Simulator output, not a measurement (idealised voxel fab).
The process module that follows is named voxel self aligned contacts.
Xsec cut, 215 nm wide, square cell size 5 nm.
Notation: cross-section as square-cell grid; stated in bands, top first, going down; one or more cell rows per band. Basically the band line says how high the top is and how high the bottom is, in nm, and then what's in it from left to right, every material with its width in nm. Empty space shows up as "air", and if a single material carries "all across" it runs the full band edge to edge. Heights are expressed relative to 0, this being the level below which the as-received wafer comprises one material exclusively. The lowest band is unbounded in the downward direction and is denoted as in "top 0, no bottom". The expression "30..40" gives the width at the extremes of the band, the first number at its top row of cells and the second at its bottom row, with the width changing by equal amounts from each row to the next in between. Basically "remains unaltered" means that step didn't change any cell in the cross-section. What "Closed void list" gives you is every empty space of 8 cells or more that is cut off from the top. Each appears as width x height at distance, with the distance taken from the left edge and width, height and distance all in nm. Past the settings on a step's line: simulator remark, on that step. Among the settings permitted on a step's line is "overlay nm"; applied to a step with a mask, it specifies the extent to which the mask lay to the right of its planned position, whereas a negative figure signifies a position to the left.
HERE'S WHAT THE PLANNED PROCESS STEPS LOOK LIKE
1,RECEIVE (material Si)
2,OXIDIZE (depth nm 5)
3,DIRECTIONAL_DEP (material polySi; thk nm 25)
4,DIRECTIONAL_DEP (material SiN; thk nm 20)
5,DIRECTIONAL_DEP (material aC; thk nm 10)
6,PATTERN (tone cover; mask id GATE; material resist; width nm 25; pitch nm 50; thk nm 30; overlay nm 0)
7,DIRECTIONAL_ETCH (etch materials aC; depth nm 10)
8,STRIP (etch materials resist)
9,DIRECTIONAL_ETCH (etch materials SiN; depth nm 20)
10,DIRECTIONAL_ETCH (etch materials polySi; depth nm 25)
11,STRIP (etch materials aC)
12,CONFORMAL_DEP (material SiN; thk nm 5)
13,DIRECTIONAL_ETCH (etch materials SiN; depth nm 5)
14,FILL_DEP (material SiO2; thk nm 10)
15,CMP (height nm 50)
16,MASKED_ETCH (tone open; mask id CONTACT; width nm 35; etch materials SiO2; depth nm 55; overlay nm 0)
17,CONFORMAL_DEP (material TiN; thk nm 5)
18,FILL_DEP (material Ru; thk nm 5)
19,CMP (height nm 50)
20,CONFORMAL_DEP (material SiN; thk nm 5)
CROSS-SECTION: WAFER ON ARRIVAL = AFTER STEP 1
	top 0, no bottom  Si all across
	Closed void list: none
LOOKING AT THE FIRST OF TWO WAFERS IN CROSS-SECTION AT END OF MODULE - RAN TO PLAN
	top 55, bottom 50  SiN all across
	top 50, bottom 45  SiO2 (90), TiN (15), Ru (5), TiN (15), SiO2 (90)
	top 45, bottom 25  SiO2 (65), SiN (35), TiN (5), Ru (5), TiN (5), SiN (35), SiO2 (65)
	top 25, bottom 0  SiO2 (65), SiN (5), polySi (25), SiN (5), TiN (5), Ru (5), TiN (5), SiN (5), polySi (25), SiN (5), SiO2 (65)
	top 0, bottom -5  SiO2 (100), TiN (15), SiO2 (100)
	top -5, no bottom  Si all across
	Closed void list: none
THE SECOND WAFER, SHOWN IN CROSS-SECTION AFTER THE MODULE: STARTED THE SAME WAY AS THE FIRST AND GIVEN THE SAME PLAN, YET ONE MISTAKE CREPT INTO HOW IT WAS RUN
	top 55, bottom 50  SiN all across
	top 50, bottom 45  SiO2 (90), TiN (15), Ru (5), TiN (15), SiO2 (90)
	top 45, bottom 25  SiO2 (65), SiN (35), TiN (5), Ru (5), TiN (5), SiN (35), SiO2 (65)
	top 25, bottom 10  SiO2 (65), SiN (5), polySi (25), SiN (5), TiN (5), Ru (5), TiN (5), SiN (5), polySi (25), SiN (5), SiO2 (65)
	top 10, bottom 5  SiO2 (65), SiN (5), polySi (25), SiN (5), TiN (15), SiN (5), polySi (25), SiN (5), SiO2 (65)
	top 5, bottom 0  SiN (70), polySi (25), SiN (25), polySi (25), SiN (70)
	top 0, bottom -5  SiO2 all across
	top -5, no bottom  Si all across
	Closed void list: none
Misprocessing identified: order of steps 12 and 13 inverted relative to the plan
End check, counted in cells, second wafer has more or fewer of these materials than the first: Ru: 2 fewer; SiN: 29 more; SiO2: 23 fewer; TiN: 4 fewer
